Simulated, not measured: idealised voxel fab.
Process module under the name voxel capacitor over wiring
In the cross-section labelled cut, the width is 150 nm and each square cell is 5 nm.
Square cells in a grid make up a cross-section in this document, and the grid is given as bands, listed from the top down, each one or more rows of cells. Basically the band line says how high the top is and how high the bottom is, in nm, and then what's in it from left to right, every material with its width in nm. Empty space shows up as "air", and if a single material carries "edge to edge" it runs the full band edge to edge. Height is counted from the level 0, under which the received wafer is composed throughout of one material. The lowest of the bands is not closed at the bottom but continues downward, in the notation "z 0 and below". A two-number width, for instance "30->40", indicates that the width is equal to the first number in the top row of the band and to the second number in the bottom row, and that it changes by a constant amount per row of cells. Given "remained the same" for a step, no cell of the cross-section differs between before and after that step. If an empty space has no open way to the top and is at least 8 cells in size, "Enclosed cavity list" lists it, written width x height at distance, where distance is measured from the left edge and every value is in nm. Anything after a step's settings on that line? It's the simulator's own note about the step. overlay nm: mask right of planned place by this much (step with mask). Neg. = left.

List of planned process steps:
1 op RECEIVE | material Si
2 op CONFORMAL_DEP | material SiO2 | thk nm 10
3 op DIRECTIONAL_DEP | material TiN | thk nm 5
4 op DIRECTIONAL_DEP | material W | thk nm 15
5 op MASKED_ETCH | tone cover | mask id METAL_1 | width nm 30 | pitch nm 90 | etch materials W | depth nm 15 | overlay nm 0
6 op MASKED_ETCH | tone cover | mask id METAL_1 | width nm 30 | pitch nm 90 | etch materials TiN | depth nm 5 | overlay nm 0
7 op CONFORMAL_DEP | material SiN | thk nm 5
8 op FILL_DEP | material SiO2 | thk nm 5
9 op CMP | height nm 30
10 op CONFORMAL_DEP | material SiCN | thk nm 5
11 op DIRECTIONAL_DEP | material SiO2 | thk nm 10
12 op MASKED_ETCH | tone open | mask id PLUG_1 | width nm 15 | etch materials SiO2 | depth nm 10 | overlay nm 0
13 op MASKED_ETCH | tone open | mask id PLUG_1 | width nm 15 | etch materials SiCN | depth nm 5 | overlay nm 0
14 op EPI | material Ru | thk nm 10
15 op EPI | material Ru | thk nm 5
16 op DIRECTIONAL_DEP | material TiN | thk nm 5
17 op DIRECTIONAL_DEP | material Al2O3 | thk nm 5
18 op DIRECTIONAL_DEP | material TiN | thk nm 10
19 op DIRECTIONAL_DEP | material aC | thk nm 10
20 op PATTERN | tone cover | mask id UPPER_PLATE | material resist | width nm 65 | thk nm 30 | overlay nm 0
21 op DIRECTIONAL_ETCH | etch materials aC | depth nm 10
22 op STRIP | etch materials resist
23 op DIRECTIONAL_ETCH | etch materials TiN | depth nm 10
24 op DIRECTIONAL_ETCH | etch materials Al2O3 | depth nm 5
25 op STRIP | etch materials aC
26 op DIRECTIONAL_DEP | material aC | thk nm 10
27 op PATTERN | tone cover | mask id LOWER_PLATE | material resist | width nm 75 | thk nm 30 | overlay nm -10
28 op DIRECTIONAL_ETCH | etch materials aC | depth nm 10
29 op STRIP | etch materials resist
30 op DIRECTIONAL_ETCH | etch materials TiN | depth nm 5
31 op STRIP | etch materials aC
32 op FILL_DEP | material SiO2 | thk nm 20
33 op CMP | height nm 80
34 op MASKED_ETCH | tone open | mask id PLUG_2 | width nm 15 | etch materials SiO2 | depth nm 15 | overlay nm 0
35 op CONFORMAL_DEP | material TiN | thk nm 5
36 op FILL_DEP | material W | thk nm 5
37 op CMP | height nm 80
38 op CONFORMAL_DEP | material SiN | thk nm 5
Variable across wafers: step 27 overlay nm (plan value is that of the first wafer; starting state common to all).

First of several wafers (as received, post step 1), cross-sectional view:
> z 0 and below  Si edge to edge
> Enclosed cavity list: none

First wafer of several, cross-section, module end, after step 38 (last):
> z 85 to 80  SiN edge to edge
> z 80 to 70  40 nm SiO2 / 5 nm TiN / 5 nm W / 5 nm TiN / 95 nm SiO2
> z 70 to 60  40->30 nm SiO2 / 15->60 nm TiN / 95->60 nm SiO2
> z 60 to 55  30 nm SiO2 / 65 nm TiN / 55 nm SiO2
> z 55 to 50  30 nm SiO2 / 65 nm Al2O3 / 55 nm SiO2
> z 50 to 45  15 nm SiO2 / 80 nm TiN / 55 nm SiO2
> z 45 to 35  30 nm SiO2 / 15 nm Ru / 105 nm SiO2
> z 35 to 30  30 nm SiCN / 15 nm Ru / 105 nm SiCN
> z 30 to 15  10 nm SiO2 / 5 nm SiN / 30 nm W / 5 nm SiN / 50 nm SiO2 / 5 nm SiN / 30 nm W / 5 nm SiN / 10 nm SiO2
> z 15 to 10  15 nm SiN / 30 nm TiN / 60 nm SiN / 30 nm TiN / 15 nm SiN
> z 10 to 0  SiO2 edge to edge
> z 0 and below  Si edge to edge
> Enclosed cavity list: none

Cross-sectional depiction of the last of several wafers upon completion of the module:
> z 85 to 80  SiN edge to edge
> z 80 to 70  40 nm SiO2 / 5 nm TiN / 5 nm W / 5 nm TiN / 95 nm SiO2
> z 70 to 60  40 nm SiO2 / 15->55 nm TiN / 95->55 nm SiO2
> z 60 to 55  30 nm SiO2 / 65 nm TiN / 55 nm SiO2
> z 55 to 50  30 nm SiO2 / 65 nm Al2O3 / 55 nm SiO2
> z 50 to 45  30 nm SiO2 / 85 nm TiN / 35 nm SiO2
> z 45 to 35  30 nm SiO2 / 15 nm Ru / 105 nm SiO2
> z 35 to 30  30 nm SiCN / 15 nm Ru / 105 nm SiCN
> z 30 to 15  10 nm SiO2 / 5 nm SiN / 30 nm W / 5 nm SiN / 50 nm SiO2 / 5 nm SiN / 30 nm W / 5 nm SiN / 10 nm SiO2
> z 15 to 10  15 nm SiN / 30 nm TiN / 60 nm SiN / 30 nm TiN / 15 nm SiN
> z 10 to 0  SiO2 edge to edge
> z 0 and below  Si edge to edge
> Enclosed cavity list: none

Per wafer (row), end of module: delta in cells per material since receipt, (+) for gained, (-) for lost; closed voids after that:
overlay nm -10 | +13 Al2O3 | +9 Ru | +27 SiCN | +60 SiN | +303 SiO2 | +60 TiN | +38 W | Enclosed cavity list: none
overlay nm -5 | +13 Al2O3 | +9 Ru | +27 SiCN | +60 SiN | +303 SiO2 | +60 TiN | +38 W | Enclosed cavity list: none
overlay nm 0 | +13 Al2O3 | +9 Ru | +27 SiCN | +60 SiN | +303 SiO2 | +60 TiN | +38 W | Enclosed cavity list: none
overlay nm 5 | +13 Al2O3 | +9 Ru | +27 SiCN | +60 SiN | +303 SiO2 | +60 TiN | +38 W | Enclosed cavity list: none
overlay nm 10 | +13 Al2O3 | +9 Ru | +27 SiCN | +60 SiN | +303 SiO2 | +60 TiN | +38 W | Enclosed cavity list: none
overlay nm 15 | +13 Al2O3 | +9 Ru | +27 SiCN | +60 SiN | +303 SiO2 | +60 TiN | +38 W | Enclosed cavity list: none
